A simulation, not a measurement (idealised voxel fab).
This is a process module. Its name is voxel transistor to metal.
The width of the displayed cross-section, cut, is 180 nm; its cells are square, with a size of 5 nm.
Think of the cross-section as a grid of square cells. We describe it in bands, top to bottom, and each band covers one or more rows of those cells. For a band, the entry starts with two heights in nm, that of the top and then that of the bottom, and carries on with the band's materials in order from left to right, each alongside its width in nm; the word "full width" beside a single material means it fills the band edge to edge, and "empty" means empty space. Height reference: 0 = level under which incoming wafer is all one material. Lowest band: no bottom, runs on downward, e.g. "from 0 down". Quick explanation for "30->40": the width changes in equal steps down the rows of cells, from the first number in the band's top row to the second number in its bottom row. The designation "no alteration", where it is given for a processing step, indicates that no cell of the cross-section was altered in the course of that step. Each empty space that has no open way to the top and spans at least 8 cells appears under "Internal closed voids" as width x height at distance, the distance counted from the left edge, all in nm. Post-settings text on a step line: simulator's own remark regarding the step. overlay nm: right-of-plan distance of the mask on a masked step; negative values mean left-of-plan.
**Process steps - plan**
| 1 | RECEIVE (material Si) |
| 2 | CONFORMAL_DEP (material SiO2; thk nm 5) |
| 3 | CONFORMAL_DEP (material SiN; thk nm 10) |
| 4 | MASKED_ETCH (tone cover; mask id ACTIVE; width nm 95; etch materials SiN; depth nm 10; overlay nm 0) |
| 5 | MASKED_ETCH (tone cover; mask id ACTIVE; width nm 95; etch materials SiO2; depth nm 5; overlay nm 0) |
| 6 | MASKED_ETCH (tone cover; mask id ACTIVE; width nm 95; etch materials Si; depth nm 35; overlay nm 0) |
| 7 | OXIDIZE (depth nm 5) |
| 8 | FILL_DEP (material SiO2; thk nm 10) |
| 9 | CMP (height nm 15) |
| 10 | SELECTIVE_ETCH (etch materials SiO2; depth nm 10) |
| 11 | STRIP (etch materials SiN) |
| 12 | SELECTIVE_ETCH (etch materials SiO2; depth nm 5) |
| 13 | OXIDIZE (depth nm 5) |
| 14 | DIRECTIONAL_DEP (material polySi; thk nm 30) |
| 15 | DIRECTIONAL_DEP (material SiCN; thk nm 15) |
| 16 | PATTERN (tone cover; mask id GATE; material resist; width nm 25; thk nm 15; overlay nm 0) |
| 17 | DIRECTIONAL_ETCH (etch materials SiCN; depth nm 25) |
| 18 | DIRECTIONAL_ETCH (etch materials polySi; depth nm 40) |
| 19 | STRIP (etch materials resist) |
| 20 | CONFORMAL_DEP (material SiN; thk nm 5) |
| 21 | DIRECTIONAL_ETCH (etch materials SiN; depth nm 5) |
| 22 | DIRECTIONAL_ETCH (etch materials SiO2; depth nm 5) |
| 23 | EPI (material SiGe; thk nm 5) |
| 24 | FILL_DEP (material SiO2; thk nm 5) |
| 25 | CMP (height nm 30) |
| 26 | STRIP (etch materials polySi) |
| 27 | SELECTIVE_ETCH (etch materials SiO2; depth nm 5) |
| 28 | CONFORMAL_DEP (material HfO2; thk nm 5) |
| 29 | CONFORMAL_DEP (material TiN; thk nm 5) |
| 30 | FILL_DEP (material W; thk nm 10) |
| 31 | CMP (height nm 25) |
| 32 | DIRECTIONAL_DEP (material SiO2; thk nm 15) |
| 33 | PATTERN (tone open; mask id CONTACT; material resist; width nm 15; pitch nm 70; thk nm 15; overlay nm 0) |
| 34 | DIRECTIONAL_ETCH (etch materials SiO2; depth nm 40) |
| 35 | STRIP (etch materials resist) |
| 36 | CONFORMAL_DEP (material TiN; thk nm 5) |
| 37 | FILL_DEP (material Ru; thk nm 10) |
| 38 | CMP (height nm 40) |
| 39 | CONFORMAL_DEP (material SiN; thk nm 5) |
| 40 | DIRECTIONAL_DEP (material SiO2; thk nm 25) |
| 41 | PATTERN (tone open; mask id METAL_1; material resist; width nm 15; pitch nm 70; thk nm 15; overlay nm 0) |
| 42 | DIRECTIONAL_ETCH (etch materials SiO2; depth nm 25) |
| 43 | DIRECTIONAL_ETCH (etch materials SiN; depth nm 5) |
| 44 | STRIP (etch materials resist) |
| 45 | CONFORMAL_DEP (material TiN; thk nm 5) |
| 46 | FILL_DEP (material Cu; thk nm 10) |
| 47 | CMP (height nm 70) |
| 48 | CONFORMAL_DEP (material SiCN; thk nm 5) |
| 49 | DIRECTIONAL_DEP (material SiO2; thk nm 30) |
| 50 | DIRECTIONAL_DEP (material aC; thk nm 10) |
| 51 | PATTERN (tone open; mask id METAL_2; material resist; width nm 15; pitch nm 70; thk nm 25; overlay nm 0) |
| 52 | DIRECTIONAL_ETCH (etch materials aC; depth nm 10) |
| 53 | STRIP (etch materials resist) |
| 54 | DIRECTIONAL_ETCH (etch materials SiO2; depth nm 15) |
| 55 | STRIP (etch materials aC) |
| 56 | DIRECTIONAL_DEP (material aC; thk nm 15) |
| 57 | PATTERN (tone open; mask id METAL_2_HOLES; material resist; width nm 15; pitch nm 70; thk nm 30; overlay nm 0) |
| 58 | DIRECTIONAL_ETCH (etch materials aC; depth nm 15) |
| 59 | STRIP (etch materials resist) |
| 60 | DIRECTIONAL_ETCH (etch materials SiO2; depth nm 15) |
| 61 | DIRECTIONAL_ETCH (etch materials SiCN; depth nm 5) |
| 62 | STRIP (etch materials aC) |
| 63 | CONFORMAL_DEP (material TiN; thk nm 5) |
| 64 | FILL_DEP (material Cu; thk nm 10) |
| 65 | CMP (height nm 105) |
| 66 | CONFORMAL_DEP (material SiCN; thk nm 5) |
**The following pertains to the first of two wafers, which was processed as planned**
**As-received wafer cross-section (after step 1)**
- from 0 down: Si full width
- Internal closed voids: none
**After step 2, in cross-section**
- from 5 to 0: SiO2 full width
- Everything under 0 stays put, no change at all.
**After step 3, in cross-section**
- from 15 to 5: SiN full width
- Everything under 5 stays put, no change at all.
**After step 4, in cross-section**
- from 15 to 5: empty: 40 | SiN: 95 | empty: 45
- Everything under 5 stays put, no change at all.
**After step 5, in cross-section**
- from 15 to 5: empty: 40 | SiN: 95 | empty: 45
- from 5 to 0: empty: 40 | SiO2: 95 | empty: 45
- Everything under 0 stays put, no change at all.
**After step 6, in cross-section**
- from 15 to 5: empty: 40 | SiN: 95 | empty: 45
- from 5 to 0: empty: 40 | SiO2: 95 | empty: 45
- from 0 to -35: empty: 40 | Si: 95 | empty: 45
- Everything under -35 stays put, no change at all.
**After step 7, in cross-section**
- from 15 to 5: empty: 40 | SiN: 95 | empty: 45
- from 5 to 0: empty: 40 | SiO2: 95 | empty: 45
- from 0 to -35: empty: 40 | SiO2: 5 | Si: 85 | SiO2: 5 | empty: 45
- from -35 to -40: SiO2: 45 | Si: 85 | SiO2: 50
- Everything under -40 stays put, no change at all.
**After step 8, in cross-section**
- from 25 to 15: SiO2 full width
- from 15 to 5: SiO2: 40 | SiN: 95 | SiO2: 45
- from 5 to 0: SiO2 full width
- from 0 to -40: SiO2: 45 | Si: 85 | SiO2: 50
- Everything under -40 stays put, no change at all.
**After step 9, in cross-section**
- from 15 to 5: SiO2: 40 | SiN: 95 | SiO2: 45
- Everything under 5 stays put, no change at all.
**After step 10, in cross-section**
- from 15 to 5: empty: 40 | SiN: 95 | empty: 45
- Everything under 5 stays put, no change at all.
**After step 11, in cross-section**
- from 5 to 0: SiO2 full width
- Everything under 0 stays put, no change at all.
**After step 12, in cross-section**
- from 0 to -40: SiO2: 45 | Si: 85 | SiO2: 50
- Everything under -40 stays put, no change at all.
**After step 13, in cross-section**
- from 0 to -5: SiO2 full width
- Everything under -5 stays put, no change at all.
**After step 14, in cross-section**
- from 30 to 0: polySi full width
- Everything under 0 stays put, no change at all.
**After step 15, in cross-section**
- from 45 to 30: SiCN full width
- Everything under 30 stays put, no change at all.
**After step 16, in cross-section**
- from 60 to 45: empty: 75 | resist: 25 | empty: 80
- Everything under 45 stays put, no change at all.
**After step 17, in cross-section**
- from 60 to 45: empty: 75 | resist: 25 | empty: 80
- from 45 to 30: empty: 75 | SiCN: 25 | empty: 80
- Everything under 30 stays put, no change at all.
**After step 18, in cross-section**
- from 60 to 45: empty: 75 | resist: 25 | empty: 80
- from 45 to 30: empty: 75 | SiCN: 25 | empty: 80
- from 30 to 0: empty: 75 | polySi: 25 | empty: 80
- Everything under 0 stays put, no change at all.
**After step 19, in cross-section**
- from 45 to 30: empty: 75 | SiCN: 25 | empty: 80
- Everything under 30 stays put, no change at all.
**After step 20, in cross-section**
- from 50 to 45: empty: 70 | SiN: 35 | empty: 75
- from 45 to 30: empty: 70 | SiN: 5 | SiCN: 25 | SiN: 5 | empty: 75
- from 30 to 5: empty: 70 | SiN: 5 | polySi: 25 | SiN: 5 | empty: 75
- from 5 to 0: SiN: 75 | polySi: 25 | SiN: 80
- Everything under 0 stays put, no change at all.
**After step 21, in cross-section**
- from 45 to 30: empty: 70 | SiN: 5 | SiCN: 25 | SiN: 5 | empty: 75
- from 30 to 0: empty: 70 | SiN: 5 | polySi: 25 | SiN: 5 | empty: 75
- Everything under 0 stays put, no change at all.
**After step 22, in cross-section**
- from 45 to 30: empty: 70 | SiN: 5 | SiCN: 25 | SiN: 5 | empty: 75
- from 30 to 0: empty: 70 | SiN: 5 | polySi: 25 | SiN: 5 | empty: 75
- from 0 to -5: empty: 70 | SiO2: 35 | empty: 75
- Everything under -5 stays put, no change at all.
**After step 23, in cross-section**
- from 45 to 30: empty: 70 | SiN: 5 | SiCN: 25 | SiN: 5 | empty: 75
- from 30 to 0: empty: 70 | SiN: 5 | polySi: 25 | SiN: 5 | empty: 75
- from 0 to -5: empty: 40 | SiGe: 30 | SiO2: 35 | SiGe: 30 | empty: 45
- Everything under -5 stays put, no change at all.
**After step 24, in cross-section**
- from 50 to 45: SiO2 full width
- from 45 to 30: SiO2: 70 | SiN: 5 | SiCN: 25 | SiN: 5 | SiO2: 75
- from 30 to 0: SiO2: 70 | SiN: 5 | polySi: 25 | SiN: 5 | SiO2: 75
- from 0 to -5: SiO2: 40 | SiGe: 30 | SiO2: 35 | SiGe: 30 | SiO2: 45
- Everything under -5 stays put, no change at all.
**After step 25, in cross-section**
- from 30 to 0: SiO2: 70 | SiN: 5 | polySi: 25 | SiN: 5 | SiO2: 75
- Everything under 0 stays put, no change at all.
**After step 26, in cross-section**
- from 30 to 0: SiO2: 70 | SiN: 5 | empty: 25 | SiN: 5 | SiO2: 75
- Everything under 0 stays put, no change at all.
**After step 27, in cross-section**
- from 30 to 25: empty: 70 | SiN: 5 | empty: 25 | SiN: 5 | empty: 75
- from 25 to 0: SiO2: 70 | SiN: 5 | empty: 25 | SiN: 5 | SiO2: 75
- from 0 to -5: SiO2: 40 | SiGe: 30 | empty: 35 | SiGe: 30 | SiO2: 45
- Everything under -5 stays put, no change at all.
**After step 28, in cross-section**
- from 35 to 30: empty: 65 | HfO2: 15 | empty: 15 | HfO2: 15 | empty: 70
- from 30 to 25: HfO2: 70 | SiN: 5 | HfO2: 5 | empty: 15 | HfO2: 5 | SiN: 5 | HfO2: 75
- from 25 to 0: SiO2: 70 | SiN: 5 | HfO2: 5 | empty: 15 | HfO2: 5 | SiN: 5 | SiO2: 75
- from 0 to -5: SiO2: 40 | SiGe: 30 | HfO2: 35 | SiGe: 30 | SiO2: 45
- Everything under -5 stays put, no change at all.
**After step 29, in cross-section**
- from 40 to 35: empty: 60 | TiN: 25 | empty: 5 | TiN: 25 | empty: 65
- from 35 to 30: TiN: 65 | HfO2: 15 | TiN: 5 | empty: 5 | TiN: 5 | HfO2: 15 | TiN: 70
- from 30 to 25: HfO2: 70 | SiN: 5 | HfO2: 5 | TiN: 5 | empty: 5 | TiN: 5 | HfO2: 5 | SiN: 5 | HfO2: 75
- from 25 to 5: SiO2: 70 | SiN: 5 | HfO2: 5 | TiN: 5 | empty: 5 | TiN: 5 | HfO2: 5 | SiN: 5 | SiO2: 75
- from 5 to 0: SiO2: 70 | SiN: 5 | HfO2: 5 | TiN: 15 | HfO2: 5 | SiN: 5 | SiO2: 75
- Everything under 0 stays put, no change at all.
**After step 30, in cross-section**
- from 50 to 40: W full width
- from 40 to 35: W: 60 | TiN: 25 | W: 5 | TiN: 25 | W: 65
- from 35 to 30: TiN: 65 | HfO2: 15 | TiN: 5 | W: 5 | TiN: 5 | HfO2: 15 | TiN: 70
- from 30 to 25: HfO2: 70 | SiN: 5 | HfO2: 5 | TiN: 5 | W: 5 | TiN: 5 | HfO2: 5 | SiN: 5 | HfO2: 75
- from 25 to 5: SiO2: 70 | SiN: 5 | HfO2: 5 | TiN: 5 | W: 5 | TiN: 5 | HfO2: 5 | SiN: 5 | SiO2: 75
- Everything under 5 stays put, no change at all.
**After step 31, in cross-section**
- from 25 to 5: SiO2: 70 | SiN: 5 | HfO2: 5 | TiN: 5 | W: 5 | TiN: 5 | HfO2: 5 | SiN: 5 | SiO2: 75
- Everything under 5 stays put, no change at all.
**After step 32, in cross-section**
- from 40 to 25: SiO2 full width
- Everything under 25 stays put, no change at all.
**After step 33, in cross-section**
- from 55 to 40: resist: 45 | empty: 15 | resist: 55 | empty: 15 | resist: 50
- Everything under 40 stays put, no change at all.
**After step 34, in cross-section**
- from 55 to 40: resist: 45 | empty: 15 | resist: 55 | empty: 15 | resist: 50
- from 40 to 25: SiO2: 45 | empty: 15 | SiO2: 55 | empty: 15 | SiO2: 50
- from 25 to 5: SiO2: 45 | empty: 15 | SiO2: 10 | SiN: 5 | HfO2: 5 | TiN: 5 | W: 5 | TiN: 5 | HfO2: 5 | SiN: 5 | SiO2: 10 | empty: 15 | SiO2: 50
- from 5 to 0: SiO2: 45 | empty: 15 | SiO2: 10 | SiN: 5 | HfO2: 5 | TiN: 15 | HfO2: 5 | SiN: 5 | SiO2: 10 | empty: 15 | SiO2: 50
- Everything under 0 stays put, no change at all.
**After step 35, in cross-section**
- from 40 to 25: SiO2: 45 | empty: 15 | SiO2: 55 | empty: 15 | SiO2: 50
- Everything under 25 stays put, no change at all.
**After step 36, in cross-section**
- from 45 to 40: TiN: 50 | empty: 5 | TiN: 65 | empty: 5 | TiN: 55
- from 40 to 25: SiO2: 45 | TiN: 5 | empty: 5 | TiN: 5 | SiO2: 55 | TiN: 5 | empty: 5 | TiN: 5 | SiO2: 50
- from 25 to 5: SiO2: 45 | TiN: 5 | empty: 5 | TiN: 5 | SiO2: 10 | SiN: 5 | HfO2: 5 | TiN: 5 | W: 5 | TiN: 5 | HfO2: 5 | SiN: 5 | SiO2: 10 | TiN: 5 | empty: 5 | TiN: 5 | SiO2: 50
- from 5 to 0: SiO2: 45 | TiN: 15 | SiO2: 10 | SiN: 5 | HfO2: 5 | TiN: 15 | HfO2: 5 | SiN: 5 | SiO2: 10 | TiN: 15 | SiO2: 50
- Everything under 0 stays put, no change at all.
**After step 37, in cross-section**
- from 55 to 45: Ru full width
- from 45 to 40: TiN: 50 | Ru: 5 | TiN: 65 | Ru: 5 | TiN: 55
- from 40 to 25: SiO2: 45 | TiN: 5 | Ru: 5 | TiN: 5 | SiO2: 55 | TiN: 5 | Ru: 5 | TiN: 5 | SiO2: 50
- from 25 to 5: SiO2: 45 | TiN: 5 | Ru: 5 | TiN: 5 | SiO2: 10 | SiN: 5 | HfO2: 5 | TiN: 5 | W: 5 | TiN: 5 | HfO2: 5 | SiN: 5 | SiO2: 10 | TiN: 5 | Ru: 5 | TiN: 5 | SiO2: 50
- Everything under 5 stays put, no change at all.
**After step 38, in cross-section**
- from 40 to 25: SiO2: 45 | TiN: 5 | Ru: 5 | TiN: 5 | SiO2: 55 | TiN: 5 | Ru: 5 | TiN: 5 | SiO2: 50
- Everything under 25 stays put, no change at all.
**After step 39, in cross-section**
- from 45 to 40: SiN full width
- Everything under 40 stays put, no change at all.
**After step 40, in cross-section**
- from 70 to 45: SiO2 full width
- Everything under 45 stays put, no change at all.
**After step 41, in cross-section**
- from 85 to 70: resist: 45 | empty: 15 | resist: 55 | empty: 15 | resist: 50
- Everything under 70 stays put, no change at all.
**After step 42, in cross-section**
- from 85 to 70: resist: 45 | empty: 15 | resist: 55 | empty: 15 | resist: 50
- from 70 to 45: SiO2: 45 | empty: 15 | SiO2: 55 | empty: 15 | SiO2: 50
- Everything under 45 stays put, no change at all.
**After step 43, in cross-section**
- from 85 to 70: resist: 45 | empty: 15 | resist: 55 | empty: 15 | resist: 50
- from 70 to 45: SiO2: 45 | empty: 15 | SiO2: 55 | empty: 15 | SiO2: 50
- from 45 to 40: SiN: 45 | empty: 15 | SiN: 55 | empty: 15 | SiN: 50
- Everything under 40 stays put, no change at all.
**After step 44, in cross-section**
- from 70 to 45: SiO2: 45 | empty: 15 | SiO2: 55 | empty: 15 | SiO2: 50
- Everything under 45 stays put, no change at all.
**After step 45, in cross-section**
- from 75 to 70: TiN: 50 | empty: 5 | TiN: 65 | empty: 5 | TiN: 55
- from 70 to 45: SiO2: 45 | TiN: 5 | empty: 5 | TiN: 5 | SiO2: 55 | TiN: 5 | empty: 5 | TiN: 5 | SiO2: 50
- from 45 to 40: SiN: 45 | TiN: 15 | SiN: 55 | TiN: 15 | SiN: 50
- Everything under 40 stays put, no change at all.
**After step 46, in cross-section**
- from 85 to 75: Cu full width
- from 75 to 70: TiN: 50 | Cu: 5 | TiN: 65 | Cu: 5 | TiN: 55
- from 70 to 45: SiO2: 45 | TiN: 5 | Cu: 5 | TiN: 5 | SiO2: 55 | TiN: 5 | Cu: 5 | TiN: 5 | SiO2: 50
- Everything under 45 stays put, no change at all.
**After step 47, in cross-section**
- from 70 to 45: SiO2: 45 | TiN: 5 | Cu: 5 | TiN: 5 | SiO2: 55 | TiN: 5 | Cu: 5 | TiN: 5 | SiO2: 50
- Everything under 45 stays put, no change at all.
**After step 48, in cross-section**
- from 75 to 70: SiCN full width
- Everything under 70 stays put, no change at all.
**After step 49, in cross-section**
- from 105 to 75: SiO2 full width
- Everything under 75 stays put, no change at all.
**After step 50, in cross-section**
- from 115 to 105: aC full width
- Everything under 105 stays put, no change at all.
**After step 51, in cross-section**
- from 140 to 115: resist: 45 | empty: 15 | resist: 55 | empty: 15 | resist: 50
- Everything under 115 stays put, no change at all.
**After step 52, in cross-section**
- from 130 to 115: resist: 45 | empty: 15 | resist: 55 | empty: 15 | resist: 50
- from 115 to 105: aC: 45 | empty: 15 | aC: 55 | empty: 15 | aC: 50
- Everything under 105 stays put, no change at all.
**After step 53, in cross-section**
- from 115 to 105: aC: 45 | empty: 15 | aC: 55 | empty: 15 | aC: 50
- Everything under 105 stays put, no change at all.
**After step 54, in cross-section**
- from 115 to 105: aC: 45 | empty: 15 | aC: 55 | empty: 15 | aC: 50
- from 105 to 90: SiO2: 45 | empty: 15 | SiO2: 55 | empty: 15 | SiO2: 50
- Everything under 90 stays put, no change at all.
**After step 55, in cross-section**
- from 105 to 90: SiO2: 45 | empty: 15 | SiO2: 55 | empty: 15 | SiO2: 50
- Everything under 90 stays put, no change at all.
**After step 56, in cross-section**
- from 120 to 105: aC: 45 | empty: 15 | aC: 55 | empty: 15 | aC: 50
- from 105 to 90: SiO2: 45 | aC: 15 | SiO2: 55 | aC: 15 | SiO2: 50
- Everything under 90 stays put, no change at all.
**After step 57, in cross-section**
- from 150 to 120: resist: 45 | empty: 15 | resist: 55 | empty: 15 | resist: 50
- Everything under 120 stays put, no change at all.
**After step 58, in cross-section**
- from 135 to 120: resist: 45 | empty: 15 | resist: 55 | empty: 15 | resist: 50
- from 120 to 105: aC: 45 | empty: 15 | aC: 55 | empty: 15 | aC: 50
- from 105 to 90: SiO2: 45 | empty: 15 | SiO2: 55 | empty: 15 | SiO2: 50
- Everything under 90 stays put, no change at all.
**After step 59, in cross-section**
- from 120 to 105: aC: 45 | empty: 15 | aC: 55 | empty: 15 | aC: 50
- Everything under 105 stays put, no change at all.
**After step 60, in cross-section**
- from 120 to 105: aC: 45 | empty: 15 | aC: 55 | empty: 15 | aC: 50
- from 105 to 75: SiO2: 45 | empty: 15 | SiO2: 55 | empty: 15 | SiO2: 50
- Everything under 75 stays put, no change at all.
**After step 61, in cross-section**
- from 120 to 105: aC: 45 | empty: 15 | aC: 55 | empty: 15 | aC: 50
- from 105 to 75: SiO2: 45 | empty: 15 | SiO2: 55 | empty: 15 | SiO2: 50
- from 75 to 70: SiCN: 45 | empty: 15 | SiCN: 55 | empty: 15 | SiCN: 50
- Everything under 70 stays put, no change at all.
**After step 62, in cross-section**
- from 105 to 75: SiO2: 45 | empty: 15 | SiO2: 55 | empty: 15 | SiO2: 50
- Everything under 75 stays put, no change at all.
**After step 63, in cross-section**
- from 110 to 105: TiN: 50 | empty: 5 | TiN: 65 | empty: 5 | TiN: 55
- from 105 to 75: SiO2: 45 | TiN: 5 | empty: 5 | TiN: 5 | SiO2: 55 | TiN: 5 | empty: 5 | TiN: 5 | SiO2: 50
- from 75 to 70: SiCN: 45 | TiN: 15 | SiCN: 55 | TiN: 15 | SiCN: 50
- Everything under 70 stays put, no change at all.
**After step 64, in cross-section**
- from 120 to 110: Cu full width
- from 110 to 105: TiN: 50 | Cu: 5 | TiN: 65 | Cu: 5 | TiN: 55
- from 105 to 75: SiO2: 45 | TiN: 5 | Cu: 5 | TiN: 5 | SiO2: 55 | TiN: 5 | Cu: 5 | TiN: 5 | SiO2: 50
- Everything under 75 stays put, no change at all.
**After step 65, in cross-section**
- from 105 to 75: SiO2: 45 | TiN: 5 | Cu: 5 | TiN: 5 | SiO2: 55 | TiN: 5 | Cu: 5 | TiN: 5 | SiO2: 50
- Everything under 75 stays put, no change at all.
**After step 66, in cross-section**
- from 110 to 105: SiCN full width
- Everything under 105 stays put, no change at all.
**Notes, second wafer: start = first wafer's, plan = first wafer's, execution had one mistake; history identical to first through step 40**
**Second wafer profile in section, at the moment step 41 of the plan was meant to be complete**
- from 85 to 70: resist: 50 | empty: 15 | resist: 55 | empty: 15 | resist: 45
- Everything under 70 stays put, no change at all.
**Second wafer profile in section, at the moment step 42 of the plan was meant to be complete**
- from 85 to 70: resist: 50 | empty: 15 | resist: 55 | empty: 15 | resist: 45
- from 70 to 45: SiO2: 50 | empty: 15 | SiO2: 55 | empty: 15 | SiO2: 45
- Everything under 45 stays put, no change at all.
**Second wafer profile in section, at the moment step 43 of the plan was meant to be complete**
- from 85 to 70: resist: 50 | empty: 15 | resist: 55 | empty: 15 | resist: 45
- from 70 to 45: SiO2: 50 | empty: 15 | SiO2: 55 | empty: 15 | SiO2: 45
- from 45 to 40: SiN: 50 | empty: 15 | SiN: 55 | empty: 15 | SiN: 45
- Everything under 40 stays put, no change at all.
**Second wafer profile in section, at the moment step 44 of the plan was meant to be complete**
- from 70 to 45: SiO2: 50 | empty: 15 | SiO2: 55 | empty: 15 | SiO2: 45
- Everything under 45 stays put, no change at all.
**Second wafer profile in section, at the moment step 45 of the plan was meant to be complete**
- from 75 to 70: TiN: 55 | empty: 5 | TiN: 65 | empty: 5 | TiN: 50
- from 70 to 45: SiO2: 50 | TiN: 5 | empty: 5 | TiN: 5 | SiO2: 55 | TiN: 5 | empty: 5 | TiN: 5 | SiO2: 45
- from 45 to 40: SiN: 50 | TiN: 15 | SiN: 55 | TiN: 15 | SiN: 45
- Everything under 40 stays put, no change at all.
**Second wafer profile in section, at the moment step 46 of the plan was meant to be complete**
- from 85 to 75: Cu full width
- from 75 to 70: TiN: 55 | Cu: 5 | TiN: 65 | Cu: 5 | TiN: 50
- from 70 to 45: SiO2: 50 | TiN: 5 | Cu: 5 | TiN: 5 | SiO2: 55 | TiN: 5 | Cu: 5 | TiN: 5 | SiO2: 45
- Everything under 45 stays put, no change at all.
**Second wafer profile in section, at the moment step 47 of the plan was meant to be complete**
- from 70 to 45: SiO2: 50 | TiN: 5 | Cu: 5 | TiN: 5 | SiO2: 55 | TiN: 5 | Cu: 5 | TiN: 5 | SiO2: 45
- Everything under 45 stays put, no change at all.
**Second wafer profile in section, at the moment step 48 of the plan was meant to be complete**
- from 75 to 70: SiCN full width
- Everything under 70 stays put, no change at all.
**Second wafer profile in section, at the moment step 49 of the plan was meant to be complete**
- from 105 to 75: SiO2 full width
- Everything under 75 stays put, no change at all.
**Second wafer profile in section, at the moment step 50 of the plan was meant to be complete**
- from 115 to 105: aC full width
- Everything under 105 stays put, no change at all.
**Second wafer profile in section, at the moment step 51 of the plan was meant to be complete**
- from 140 to 115: resist: 45 | empty: 15 | resist: 55 | empty: 15 | resist: 50
- Everything under 115 stays put, no change at all.
**Second wafer profile in section, at the moment step 52 of the plan was meant to be complete**
- from 130 to 115: resist: 45 | empty: 15 | resist: 55 | empty: 15 | resist: 50
- from 115 to 105: aC: 45 | empty: 15 | aC: 55 | empty: 15 | aC: 50
- Everything under 105 stays put, no change at all.
**Second wafer profile in section, at the moment step 53 of the plan was meant to be complete**
- from 115 to 105: aC: 45 | empty: 15 | aC: 55 | empty: 15 | aC: 50
- Everything under 105 stays put, no change at all.
**Second wafer profile in section, at the moment step 54 of the plan was meant to be complete**
- from 115 to 105: aC: 45 | empty: 15 | aC: 55 | empty: 15 | aC: 50
- from 105 to 90: SiO2: 45 | empty: 15 | SiO2: 55 | empty: 15 | SiO2: 50
- Everything under 90 stays put, no change at all.
**Second wafer profile in section, at the moment step 55 of the plan was meant to be complete**
- from 105 to 90: SiO2: 45 | empty: 15 | SiO2: 55 | empty: 15 | SiO2: 50
- Everything under 90 stays put, no change at all.
**Second wafer profile in section, at the moment step 56 of the plan was meant to be complete**
- from 120 to 105: aC: 45 | empty: 15 | aC: 55 | empty: 15 | aC: 50
- from 105 to 90: SiO2: 45 | aC: 15 | SiO2: 55 | aC: 15 | SiO2: 50
- Everything under 90 stays put, no change at all.
**Second wafer profile in section, at the moment step 57 of the plan was meant to be complete**
- from 150 to 120: resist: 45 | empty: 15 | resist: 55 | empty: 15 | resist: 50
- Everything under 120 stays put, no change at all.
**Second wafer profile in section, at the moment step 58 of the plan was meant to be complete**
- from 135 to 120: resist: 45 | empty: 15 | resist: 55 | empty: 15 | resist: 50
- from 120 to 105: aC: 45 | empty: 15 | aC: 55 | empty: 15 | aC: 50
- from 105 to 90: SiO2: 45 | empty: 15 | SiO2: 55 | empty: 15 | SiO2: 50
- Everything under 90 stays put, no change at all.
**Second wafer profile in section, at the moment step 59 of the plan was meant to be complete**
- from 120 to 105: aC: 45 | empty: 15 | aC: 55 | empty: 15 | aC: 50
- Everything under 105 stays put, no change at all.
**Second wafer profile in section, at the moment step 60 of the plan was meant to be complete**
- from 120 to 105: aC: 45 | empty: 15 | aC: 55 | empty: 15 | aC: 50
- from 105 to 75: SiO2: 45 | empty: 15 | SiO2: 55 | empty: 15 | SiO2: 50
- Everything under 75 stays put, no change at all.
**Second wafer profile in section, at the moment step 61 of the plan was meant to be complete**
- from 120 to 105: aC: 45 | empty: 15 | aC: 55 | empty: 15 | aC: 50
- from 105 to 75: SiO2: 45 | empty: 15 | SiO2: 55 | empty: 15 | SiO2: 50
- from 75 to 70: SiCN: 45 | empty: 15 | SiCN: 55 | empty: 15 | SiCN: 50
- Everything under 70 stays put, no change at all.
**Second wafer profile in section, at the moment step 62 of the plan was meant to be complete**
- from 105 to 75: SiO2: 45 | empty: 15 | SiO2: 55 | empty: 15 | SiO2: 50
- Everything under 75 stays put, no change at all.
**Second wafer profile in section, at the moment step 63 of the plan was meant to be complete**
- from 110 to 105: TiN: 50 | empty: 5 | TiN: 65 | empty: 5 | TiN: 55
- from 105 to 75: SiO2: 45 | TiN: 5 | empty: 5 | TiN: 5 | SiO2: 55 | TiN: 5 | empty: 5 | TiN: 5 | SiO2: 50
- from 75 to 70: SiCN: 45 | TiN: 15 | SiCN: 55 | TiN: 15 | SiCN: 50
- Everything under 70 stays put, no change at all.
**Second wafer profile in section, at the moment step 64 of the plan was meant to be complete**
- from 120 to 110: Cu full width
- from 110 to 105: TiN: 50 | Cu: 5 | TiN: 65 | Cu: 5 | TiN: 55
- from 105 to 75: SiO2: 45 | TiN: 5 | Cu: 5 | TiN: 5 | SiO2: 55 | TiN: 5 | Cu: 5 | TiN: 5 | SiO2: 50
- Everything under 75 stays put, no change at all.
**Second wafer profile in section, at the moment step 65 of the plan was meant to be complete**
- from 105 to 75: SiO2: 45 | TiN: 5 | Cu: 5 | TiN: 5 | SiO2: 55 | TiN: 5 | Cu: 5 | TiN: 5 | SiO2: 50
- Everything under 75 stays put, no change at all.
**Second wafer profile in section, at the moment step 66 of the plan was meant to be complete**
- from 110 to 105: SiCN full width
- Everything under 105 stays put, no change at all.
what went wrong: note that step 41 departed from the planned setting and was carried out as PATTERN (tone open; mask id METAL_1; material resist; width nm 15; pitch nm 70; thk nm 15; overlay nm 5)
So at the finish, the second wafer's got exactly as many cells of each material as the first, just not in the same spots.
